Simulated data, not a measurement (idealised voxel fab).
Process module heading - voxel fin reveal
Square cell edge 5 nm, section width 215 nm, ID cut.
Cross-section = grid of square cells, listed top down in bands; band = one or more rows.
The band entry comprises the height of the band's top followed by the height of its bottom, expressed in nm, and subsequently the band's materials from left to right, each stated together with its width in nm. Where a single material is marked with the word "edge to edge", that material fills the band from edge to edge. The word "air" represents empty space.
We count height from 0. Below that, the starting wafer is all one material. The lowest band never ends at the bottom but goes on down; see "0 down" for how that is written.
Width: "30..40" (first number = top row, second number = bottom row, same change from row to row of cells).
Basically "nothing changed" means that step didn't change any cell in the cross-section.
The label "Enclosed void inventory" introduces a list of the empty spaces, 8 cells or larger, that have no open way up to the top; each entry in it reads width x height at distance, where the distance is taken from the left edge and all three are stated in nm.
Whatever follows a step's settings on its line is a remark the simulator itself makes about that step.
Each step line may optionally specify "overlay nm", which for a step with a mask gives the rightward distance between the mask's planned place and where it lay, a negative value indicating the leftward direction.
# Process steps - plan
step 1: RECEIVE,material Si
step 2: CONFORMAL_DEP,material SiN,thk nm 10
step 3: DIRECTIONAL_DEP,material aC,thk nm 10
step 4: PATTERN,tone cover,mask id FINS,material resist,width nm 15,pitch nm 40,thk nm 25,overlay nm -15
step 5: DIRECTIONAL_ETCH,etch materials aC,depth nm 10
step 6: STRIP,etch materials resist
step 7: DIRECTIONAL_ETCH,etch materials SiN,depth nm 10
step 8: DIRECTIONAL_ETCH,etch materials Si,depth nm 30
step 9: STRIP,etch materials aC
step 10: OXIDIZE,depth nm 5
step 11: FILL_DEP,material SiO2,thk nm 10
step 12: CMP,height nm 10
step 13: SELECTIVE_ETCH,etch materials SiO2,depth nm 25
step 14: STRIP,etch materials SiN
Don't read the plan's overlay nm for step 4 as applying to every wafer: that's the first wafer's value, and the wafers differ in it, though they all start identical.
# Sectional view: first of several wafers, as received, after step 1
- 0 down | Si edge to edge
- Enclosed void inventory: none
# Cross-sectional representation of the first of several wafers at the end of the module, i.e. after its terminal step, step 14
- 0 to -15 | 50 nm air / 5 nm Si / 35 nm air / 5 nm Si / 35 nm air / 5 nm Si / 80 nm air
- -15 to -35 | 50 nm SiO2 / 5 nm Si / 35 nm SiO2 / 5 nm Si / 35 nm SiO2 / 5 nm Si / 80 nm SiO2
- -35 down | Si edge to edge
- Enclosed void inventory: none
# Module end, final wafer: cross-section
- 0 to -15 | 80 nm air / 5 nm Si / 35 nm air / 5 nm Si / 35 nm air / 5 nm Si / 50 nm air
- -15 to -35 | 80 nm SiO2 / 5 nm Si / 35 nm SiO2 / 5 nm Si / 35 nm SiO2 / 5 nm Si / 50 nm SiO2
- -35 down | Si edge to edge
- Enclosed void inventory: none
# Rows = wafers. At module end, each row lists per material the cells gained (+) or lost (-) since the wafer was received, then the closed voids
overlay nm -15; -280 Si; +160 SiO2; Enclosed void inventory: none
overlay nm -10; -280 Si; +160 SiO2; Enclosed void inventory: none
overlay nm -5; -280 Si; +160 SiO2; Enclosed void inventory: none
overlay nm 0; -280 Si; +160 SiO2; Enclosed void inventory: none
overlay nm 5; -280 Si; +160 SiO2; Enclosed void inventory: none
overlay nm 10; -280 Si; +160 SiO2; Enclosed void inventory: none
overlay nm 15; -280 Si; +160 SiO2; Enclosed void inventory: none
